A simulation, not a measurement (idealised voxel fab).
The following process module bears the name voxel self aligned vias.
cross-section cut | 300 nm wide | cells 5 nm
When this document writes out a cross-section, it uses a grid of square cells and lists it as bands, beginning at the top and moving down, with a band standing for one or more rows of cells.
Band entry format. Leading values: height of top, height of bottom, nm. Remainder: materials in left-to-right order, each with its width in nm. Special words: "full width" on a single material, which then fills the band edge to edge; "air", empty space.
For the purposes of this specification, 0 denotes the height below which the wafer in its as-received condition is composed wholly of one material, and the lowermost band, lacking a lower limit, extends downward without end, as expressed in "0 nm and below".
A width given as "30 to 40" starts at the first number in the band's top row and ends at the second number in its bottom row, shifting by an equal amount at every step from row to row.
The cross-section has no changed cell in any step marked "same as before".
The entry "Enclosed void listing" lists the empty spaces that cover at least 8 cells and have no open path to the top. Each is written as width x height at distance, where the distance is measured from the left edge and all three values are in nm.
Post-settings text on a step line: simulator's own remark regarding the step.
You can add "overlay nm" to a step's line. For a step with a mask, it describes how far the mask lay to the right of its planned position, and a negative number describes a lay to the left.

## Steps planned for the process
1,RECEIVE (material Si)
2,CONFORMAL_DEP (material SiO2; thk nm 15)
3,CONFORMAL_DEP (material SiCN; thk nm 5)
4,DIRECTIONAL_DEP (material lowk; thk nm 20)
5,DIRECTIONAL_DEP (material aC; thk nm 10)
6,PATTERN (tone open; mask id LINES; material resist; width nm 20; pitch nm 60; thk nm 30; overlay nm 0)
7,DIRECTIONAL_ETCH (etch materials aC; depth nm 10)
8,STRIP (etch materials resist)
9,DIRECTIONAL_ETCH (etch materials lowk; depth nm 20)
10,STRIP (etch materials aC)
11,CONFORMAL_DEP (material TiN; thk nm 5)
12,FILL_DEP (material W; thk nm 5)
13,CMP (height nm 40)
14,SELECTIVE_ETCH (etch materials W Ru TiN; depth nm 10)
15,FILL_DEP (material SiN; thk nm 10)
16,CMP (height nm 40)
17,DIRECTIONAL_DEP (material lowk; thk nm 15)
18,PATTERN (tone open; mask id VIAS; material resist; width nm 40; pitch nm 60; thk nm 20; overlay nm 0)
19,DIRECTIONAL_ETCH (etch materials lowk; depth nm 15)
20,DIRECTIONAL_ETCH (etch materials SiN; depth nm 10)
21,STRIP (etch materials resist)
22,CONFORMAL_DEP (material TiN; thk nm 5)
23,FILL_DEP (material W; thk nm 5)
24,CMP (height nm 55)
25,CONFORMAL_DEP (material SiN; thk nm 5)

## Cross-section of the wafer at receipt, which is the condition after step 1
    0 nm and below: Si full width
    Enclosed void listing: none

## Cross-sectional image of the first of two wafers at the end of the module, the run having proceeded as planned
    60 nm to 55 nm: SiN full width
    55 nm to 45 nm: 100 of lowk, 5 of TiN, 30 of W, 5 of TiN, 20 of lowk, 5 of TiN, 30 of W, 5 of TiN, 100 of lowk
    45 nm to 35 nm: 100 to 110 of lowk, 15 to 5 of TiN, 10 of W, 15 to 5 of TiN, 20 to 40 of lowk, 15 to 5 of TiN, 10 of W, 15 to 5 of TiN, 100 to 110 of lowk
    35 nm to 30 nm: 110 of lowk, 20 of TiN, 40 of lowk, 20 of TiN, 110 of lowk
    30 nm to 25 nm: 110 of lowk, 5 of TiN, 10 of W, 5 of TiN, 40 of lowk, 5 of TiN, 10 of W, 5 of TiN, 110 of lowk
    25 nm to 20 nm: 110 of lowk, 20 of TiN, 40 of lowk, 20 of TiN, 110 of lowk
    20 nm to 15 nm: SiCN full width
    15 nm to 0 nm: SiO2 full width
    0 nm and below: Si full width
    Enclosed void listing: none

## Second wafer of the two, sectioned at the end of the module. It began like the first and followed the same plan, but one mistake was made while running it
    60 nm to 55 nm: SiN full width
    55 nm to 45 nm: 100 of lowk, 5 of TiN, 30 of W, 5 of TiN, 20 of lowk, 5 of TiN, 30 of W, 5 of TiN, 100 of lowk
    45 nm to 40 nm: 100 of lowk, 40 of TiN, 20 of lowk, 40 of TiN, 100 of lowk
    40 nm to 20 nm: SiO2 full width
    20 nm to 15 nm: SiCN full width
    15 nm to 0 nm: SiO2 full width
    0 nm and below: Si full width
    Enclosed void listing: none
Deviation noted in wafer processing: step 4 deviated from plan and actually ran as DIRECTIONAL_DEP (material SiO2; thk nm 20)
Final cells, second wafer relative to first, materials higher or lower: SiO2: 240 more; TiN: 20 fewer; W: 12 fewer; lowk: 208 fewer
